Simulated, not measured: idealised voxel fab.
process module | voxel self aligned contacts
cross-section cut | 180 nm wide | cells 5 nm
A cross-section is a grid of square cells, given in bands from the top down. A band is one or more rows of cells.
Each band's line starts with the height of the band's top and of its bottom, in nm. Then come its materials from left to right, each with its width in nm. One material with "throughout" fills the band from edge to edge. "air" is empty space.
Height 0 is the level under which the wafer as received is all one material. The lowest band goes on downwards, as in "0 down".
A width such as "30 to 40" changes by the same amount from each row of cells to the next, from the band's top row to its bottom row.
"no change" after a step means that no cell of the cross-section changed.
closed voids: empty space of 8 cells or more with no open way to the top, each as width x height at its distance from the left edge, in nm
after a step's settings: what the simulator itself notes on the step
overlay nm, on a step with a mask: how far to the right of its planned place the mask lay; to the left if negative
plan
1 op RECEIVE | material Si
2 op CONFORMAL_DEP | material SiO2 | thk nm 5
3 op DIRECTIONAL_DEP | material polySi | thk nm 30
4 op DIRECTIONAL_DEP | material SiN | thk nm 25
5 op PATTERN | tone cover | mask id GATE | material resist | width nm 25 | pitch nm 65 | thk nm 15 | overlay nm 0
6 op DIRECTIONAL_ETCH | etch materials SiN | depth nm 25
7 op DIRECTIONAL_ETCH | etch materials polySi | depth nm 30
8 op STRIP | etch materials resist
9 op CONFORMAL_DEP | material SiN | thk nm 10
10 op DIRECTIONAL_ETCH | etch materials SiN | depth nm 10
11 op FILL_DEP | material SiO2 | thk nm 10
12 op CMP | height nm 65
13 op PATTERN | tone open | mask id CONTACT | material resist | width nm 50 | thk nm 15 | overlay nm -15
14 op DIRECTIONAL_ETCH | etch materials SiO2 | depth nm 65
15 op STRIP | etch materials resist
16 op CONFORMAL_DEP | material TiN | thk nm 5
17 op FILL_DEP | material W | thk nm 10
18 op CMP | height nm 65
19 op CONFORMAL_DEP | material SiN | thk nm 5
varied across the wafers: overlay nm of step 13. The plan shows the first wafer's value. All wafers start alike
first wafer as received, after step 1
  0 down: Si throughout
  closed voids: none
each wafer at the end: cells of each material gained (+) or lost (-) since it was received, then its closed voids
overlay nm -15 | +174 SiN | +212 SiO2 | +34 TiN | +24 W | +60 polySi | closed voids: none
overlay nm -10 | +174 SiN | +212 SiO2 | +34 TiN | +24 W | +60 polySi | closed voids: none
overlay nm -5 | +174 SiN | +212 SiO2 | +34 TiN | +24 W | +60 polySi | closed voids: none
overlay nm 0 | +174 SiN | +212 SiO2 | +34 TiN | +24 W | +60 polySi | closed voids: none
overlay nm 5 | +174 SiN | +212 SiO2 | +34 TiN | +24 W | +60 polySi | closed voids: none
overlay nm 10 | +174 SiN | +212 SiO2 | +34 TiN | +24 W | +60 polySi | closed voids: none
overlay nm 15 | +174 SiN | +212 SiO2 | +34 TiN | +24 W | +60 polySi | closed voids: none
